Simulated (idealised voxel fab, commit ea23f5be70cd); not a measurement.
Proc. module: voxel released beams
The figure presents cross-section cut, which has a width of 260 nm and is divided into square cells with an edge length of 5 nm.
Bands, listed from the top down, are how a cross-section gets written in this document; the cross-section itself is a grid of square cells, and a band is one or more rows of them.
Within each band entry, the heights of the top and of the bottom of the band appear first, in that order and in nm; the materials of the band then follow from left to right, each with its corresponding width in nm. The designation "throughout" on a single material indicates that it fills the band from edge to edge; the designation "empty" indicates empty space.
Below 0: as-received wafer, all one material; heights counted from there. Lowest band: no bottom, goes on down, written "0 nm and below".
A two-number width, for instance "30->40", indicates that the width is equal to the first number in the top row of the band and to the second number in the bottom row, and that it changes by a constant amount per row of cells.
Given "nothing was modified" for a step, no cell of the cross-section differs between before and after that step.
"Fully sealed cavities" lists enclosed empty spaces (at least 8 cells, no open path upward to the top), each as width x height at distance from the left edge, in nm.
What comes after the settings on a step's line is commentary from the simulator itself on that step.
"overlay nm", when on a step's line for a step with a mask, measures how far to the right of its planned place the mask lay; a negative measure means to the left.
The process steps that were planned are listed below
1,RECEIVE | material Si
2,CONFORMAL_DEP | material SiN | thk nm 5
3,DIRECTIONAL_DEP | material SiO2 | thk nm 20
4,DIRECTIONAL_DEP | material aC | thk nm 15
5,PATTERN | tone open | mask id ANCHOR | material resist | width nm 25 | thk nm 35 | overlay nm 0
6,DIRECTIONAL_ETCH | etch materials aC | depth nm 15
7,STRIP | etch materials resist
8,DIRECTIONAL_ETCH | etch materials SiO2 | depth nm 20
9,STRIP | etch materials aC
10,CONFORMAL_DEP | material TiN | thk nm 10
11,MASKED_ETCH | tone cover | mask id BEAM | width nm 100 | etch materials TiN | depth nm 10 | overlay nm 0
12,STRIP | etch materials SiO2
First wafer, two in total, run as planned
Shown in cross-section is the wafer as received, that is, as it stands after step 1
* 0 nm and below: Si throughout
* Fully sealed cavities: none
After step 2: wafer cross-section
* 5 nm to 0 nm: SiN throughout
* Whatever lies below 0 is exactly as it was before.
After step 3: wafer cross-section
* 25 nm to 5 nm: SiO2 throughout
* Whatever lies below 5 is exactly as it was before.
After step 4: wafer cross-section
* 40 nm to 25 nm: aC throughout
* Whatever lies below 25 is exactly as it was before.
After step 5: wafer cross-section
* 75 nm to 40 nm: resist 80 nm | empty 25 nm | resist 155 nm
* Whatever lies below 40 is exactly as it was before.
After step 6: wafer cross-section
* 60 nm to 40 nm: resist 80 nm | empty 25 nm | resist 155 nm
* 40 nm to 25 nm: aC 80 nm | empty 25 nm | aC 155 nm
* Whatever lies below 25 is exactly as it was before.
After step 7: wafer cross-section
* 40 nm to 25 nm: aC 80 nm | empty 25 nm | aC 155 nm
* Whatever lies below 25 is exactly as it was before.
After step 8: wafer cross-section
* 40 nm to 25 nm: aC 80 nm | empty 25 nm | aC 155 nm
* 25 nm to 5 nm: SiO2 80 nm | empty 25 nm | SiO2 155 nm
* Whatever lies below 5 is exactly as it was before.
After step 9: wafer cross-section
* 25 nm to 5 nm: SiO2 80 nm | empty 25 nm | SiO2 155 nm
* Whatever lies below 5 is exactly as it was before.
After step 10: wafer cross-section
* 35 nm to 25 nm: TiN 90 nm | empty 5 nm | TiN 165 nm
* 25 nm to 15 nm: SiO2 80 nm | TiN 10 nm | empty 5 nm | TiN 10 nm | SiO2 155 nm
* 15 nm to 5 nm: SiO2 80 nm | TiN 25 nm | SiO2 155 nm
* Whatever lies below 5 is exactly as it was before.
After step 11: wafer cross-section
* 35 nm to 25 nm: empty 75 nm | TiN 15 nm | empty 5 nm | TiN 80 nm | empty 85 nm
* Whatever lies below 25 is exactly as it was before.
After step 12: wafer cross-section
* 35 nm to 25 nm: empty 75 nm | TiN 15 nm | empty 5 nm | TiN 80 nm | empty 85 nm
* 25 nm to 15 nm: empty 80 nm | TiN 10 nm | empty 5 nm | TiN 10 nm | empty 155 nm
* 15 nm to 5 nm: empty 80 nm | TiN 25 nm | empty 155 nm
* Whatever lies below 5 is exactly as it was before.
For the second wafer, take the first wafer's start and plan, then add one mistake made in running it; everything through step 4, that step included, is shared with the first
At the planned end of step 5, the second wafer in cross-section
* 75 nm to 40 nm: resist 70 nm | empty 25 nm | resist 165 nm
* Whatever lies below 40 is exactly as it was before.
At the planned end of step 6, the second wafer in cross-section
* 60 nm to 40 nm: resist 70 nm | empty 25 nm | resist 165 nm
* 40 nm to 25 nm: aC 70 nm | empty 25 nm | aC 165 nm
* Whatever lies below 25 is exactly as it was before.
At the planned end of step 7, the second wafer in cross-section
* 40 nm to 25 nm: aC 70 nm | empty 25 nm | aC 165 nm
* Whatever lies below 25 is exactly as it was before.
At the planned end of step 8, the second wafer in cross-section
* 40 nm to 25 nm: aC 70 nm | empty 25 nm | aC 165 nm
* 25 nm to 5 nm: SiO2 70 nm | empty 25 nm | SiO2 165 nm
* Whatever lies below 5 is exactly as it was before.
At the planned end of step 9, the second wafer in cross-section
* 25 nm to 5 nm: SiO2 70 nm | empty 25 nm | SiO2 165 nm
* Whatever lies below 5 is exactly as it was before.
At the planned end of step 10, the second wafer in cross-section
* 35 nm to 25 nm: TiN 80 nm | empty 5 nm | TiN 175 nm
* 25 nm to 15 nm: SiO2 70 nm | TiN 10 nm | empty 5 nm | TiN 10 nm | SiO2 165 nm
* 15 nm to 5 nm: SiO2 70 nm | TiN 25 nm | SiO2 165 nm
* Whatever lies below 5 is exactly as it was before.
At the planned end of step 11, the second wafer in cross-section
* 35 nm to 25 nm: empty 75 nm | TiN 5 nm | empty 5 nm | TiN 90 nm | empty 85 nm
* Whatever lies below 25 is exactly as it was before.
At the planned end of step 12, the second wafer in cross-section
* 35 nm to 25 nm: empty 75 nm | TiN 5 nm | empty 5 nm | TiN 90 nm | empty 85 nm
* 25 nm to 15 nm: empty 70 nm | TiN 10 nm | empty 5 nm | TiN 10 nm | empty 165 nm
* 15 nm to 5 nm: empty 70 nm | TiN 25 nm | empty 165 nm
* Whatever lies below 5 is exactly as it was before.
Deviation noted in wafer processing: step 5 did not use the planned setting and instead ran as PATTERN | tone open | mask id ANCHOR | material resist | width nm 25 | thk nm 35 | overlay nm -10
The concluding comparison shows that, measured in cells, each material is equally abundant on both wafers, albeit at different positions.
